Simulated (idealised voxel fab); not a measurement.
Proc. module: voxel released beams
Cross-sectional view cut (width: 160 nm; square cell size: 5 nm).
Heads up, the way a cross-section reads in here is a grid of square cells, handed over as bands from the top down, with every band being one or more rows of cells.
Band: top and bottom heights (nm) first, top before bottom; then materials from left to right, widths in nm. "everywhere" marks a sole material filling the band edge to edge. "air" denotes empty space.
We count height from 0. Below that, the starting wafer is all one material. The lowest band never ends at the bottom but goes on down; see "0 nm and below" for how that is written.
Width "30->40": first value at the band's top row of cells, second value at its bottom row, equal change from row to row.
Any step labelled "same as before" changed none of the cells in the cross-section.
"Sealed cavities" contains a list of empty spaces, each no smaller than 8 cells and without an open way to the top, written in the form width x height at distance with the distance from the left edge and all three in nm.
Past the settings on a step's line: simulator remark, on that step.
You can add "overlay nm" to a step's line. For a step with a mask, it describes how far the mask lay to the right of its planned position, and a negative number describes a lay to the left.

**Set out below are the planned steps of the process**
- 1: RECEIVE (material Si)
- 2: CONFORMAL_DEP (material SiN; thk nm 5)
- 3: DIRECTIONAL_DEP (material SiO2; thk nm 15)
- 4: DIRECTIONAL_DEP (material aC; thk nm 15)
- 5: PATTERN (tone open; mask id ANCHOR; material resist; width nm 35; thk nm 35; overlay nm 0)
- 6: DIRECTIONAL_ETCH (etch materials aC; depth nm 15)
- 7: STRIP (etch materials resist)
- 8: DIRECTIONAL_ETCH (etch materials SiO2; depth nm 15)
- 9: STRIP (etch materials aC)
- 10: CONFORMAL_DEP (material W; thk nm 15)
- 11: PATTERN (tone cover; mask id BEAM; material resist; width nm 110; thk nm 15; overlay nm 0)
- 12: DIRECTIONAL_ETCH (etch materials W; depth nm 15)
- 13: STRIP (etch materials resist)
- 14: STRIP (etch materials SiO2)

**The cross-section here shows the wafer as received, i.e. in its state after step 1**
* 0 nm and below = Si everywhere
* Sealed cavities: none

**Looking at the first of two wafers in cross-section at end of module - ran to plan**
* 35 nm to 20 nm = 20 air, 20 W, 5 air, 85 W, 30 air
* 20 nm to 5 nm = 25 air, 35 W, 100 air
* 5 nm to 0 nm = SiN everywhere
* 0 nm and below = Si everywhere
* Sealed cavities: none

**So this is wafer number two of the two, cut at the end of the module - it started where the first did and had the same plan, we just got one thing wrong running it**
* 40 nm to 25 nm = 20 air, 110 W, 30 air
* 25 nm to 20 nm = W everywhere
* 20 nm to 5 nm = 25 SiO2, 35 W, 100 SiO2
* 5 nm to 0 nm = SiN everywhere
* 0 nm and below = Si everywhere
* Sealed cavities: none
Deviation noted in wafer processing: so step 10 ended up running with a different setting than we planned, it ran as CONFORMAL_DEP (material W; thk nm 20)
Per the end-of-run cell counts, the second wafer holds more or fewer of some materials than the first: +75 SiO2; +35 W
